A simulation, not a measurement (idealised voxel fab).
Name of the process module below: voxel self aligned vias
Square cell edge 5 nm, section width 280 nm, ID cut.
Reading order for cross-sections: top band down to bottom band. Underlying form: a grid of square cells. Band size: one or more rows of cells. A band entry consists of two parts. The first gives the height of the band's top and the height of its bottom, in nm. The rest lists the band's materials from left to right, each with its width in nm. A single material labelled with the word "full width" fills the band from edge to edge, and the word "blank" marks empty space. We count height from 0. Below that, the starting wafer is all one material. The lowest band never ends at the bottom but goes on down; see "0 nm and below" for how that is written. Width: "30..40" (first number = top row, second number = bottom row, same change from row to row of cells). "no change occurred" -> step changed no cross-section cell. The label "Trapped void list" introduces a list of the empty spaces, 8 cells or larger, that have no open way up to the top; each entry in it reads width x height at distance, where the distance is taken from the left edge and all three are stated in nm. That trailing text on a step's line, after the settings, is the simulator's own remark on the step. overlay nm: mask right of planned place by this much (step with mask). Neg. = left.
Set out below are the planned steps of the process:
1 RECEIVE with material Si
2 CONFORMAL_DEP with material SiO2, thk nm 10
3 CONFORMAL_DEP with material SiCN, thk nm 5
4 DIRECTIONAL_DEP with material lowk, thk nm 20
5 MASKED_ETCH with tone open, mask id LINES, width nm 20, pitch nm 65, etch materials lowk, depth nm 20, overlay nm 0
6 CONFORMAL_DEP with material TiN, thk nm 5
7 FILL_DEP with material W, thk nm 10
8 CMP with height nm 35
9 SELECTIVE_ETCH with etch materials W Ru TiN, depth nm 5
10 FILL_DEP with material SiN, thk nm 10
11 CMP with height nm 35
12 DIRECTIONAL_DEP with material lowk, thk nm 20
13 PATTERN with tone open, mask id VIAS, material resist, width nm 40, thk nm 15, overlay nm -15
14 DIRECTIONAL_ETCH with etch materials lowk, depth nm 20
15 DIRECTIONAL_ETCH with etch materials SiN, depth nm 5
16 STRIP with etch materials resist
17 CONFORMAL_DEP with material TiN, thk nm 5
18 FILL_DEP with material Ru, thk nm 5
19 CMP with height nm 55
20 CONFORMAL_DEP with material SiN, thk nm 5
It is noted that the wafers described herein are identical at the outset and are distinguished by the overlay nm of step 13; the value stated in the plan corresponds to the first wafer.
Cross-sectional view of the first of several wafers in the as-received condition, corresponding to the state following step 1:
> 0 nm and below  Si full width
> Trapped void list: none
End of the module, past its last step, step 20: how the first of several wafers looks in cross-section:
> 60 nm to 55 nm  SiN full width
> 55 nm to 40 nm  lowk=70 / TiN=5 / Ru=30 / TiN=5 / lowk=170
> 40 nm to 35 nm  lowk=70 / TiN=30 / Ru=5 / TiN=5 / lowk=170
> 35 nm to 30 nm  lowk=95 / TiN=15 / SiN=5 / lowk=45 / SiN=20 / lowk=100
> 30 nm to 20 nm  lowk=95 / TiN=5 / W=10 / TiN=5 / lowk=45 / TiN=5 / W=10 / TiN=5 / lowk=100
> 20 nm to 15 nm  lowk=95 / TiN=20 / lowk=45 / TiN=20 / lowk=100
> 15 nm to 10 nm  SiCN full width
> 10 nm to 0 nm  SiO2 full width
> 0 nm and below  Si full width
> Trapped void list: none
The final wafer, sectioned at module end:
> 60 nm to 55 nm  SiN full width
> 55 nm to 40 nm  lowk=100 / TiN=5 / Ru=30 / TiN=5 / lowk=140
> 40 nm to 35 nm  lowk=100 / TiN=5 / Ru=5 / TiN=30 / lowk=140
> 35 nm to 30 nm  lowk=95 / SiN=5 / TiN=15 / lowk=45 / SiN=20 / lowk=100
> 30 nm to 20 nm  lowk=95 / TiN=5 / W=10 / TiN=5 / lowk=45 / TiN=5 / W=10 / TiN=5 / lowk=100
> 20 nm to 15 nm  lowk=95 / TiN=20 / lowk=45 / TiN=20 / lowk=100
> 15 nm to 10 nm  SiCN full width
> 10 nm to 0 nm  SiO2 full width
> 0 nm and below  Si full width
> Trapped void list: none
So in this table every wafer gets its own row, and what you see is where it stands at the end of the module: for each material, how many cells it picked up (+) or gave up (-) since we received it, and after that its closed voids:
overlay nm -15 | +19 Ru | +56 SiCN | +61 SiN | +112 SiO2 | +32 TiN | +8 W | +384 lowk | Trapped void list: none
overlay nm -10 | +20 Ru | +56 SiCN | +60 SiN | +112 SiO2 | +32 TiN | +8 W | +384 lowk | Trapped void list: none
overlay nm -5 | +20 Ru | +56 SiCN | +60 SiN | +112 SiO2 | +32 TiN | +8 W | +384 lowk | Trapped void list: none
overlay nm 0 | +20 Ru | +56 SiCN | +60 SiN | +112 SiO2 | +32 TiN | +8 W | +384 lowk | Trapped void list: none
overlay nm 5 | +20 Ru | +56 SiCN | +60 SiN | +112 SiO2 | +32 TiN | +8 W | +384 lowk | Trapped void list: none
overlay nm 10 | +20 Ru | +56 SiCN | +60 SiN | +112 SiO2 | +32 TiN | +8 W | +384 lowk | Trapped void list: none
overlay nm 15 | +19 Ru | +56 SiCN | +61 SiN | +112 SiO2 | +32 TiN | +8 W | +384 lowk | Trapped void list: none
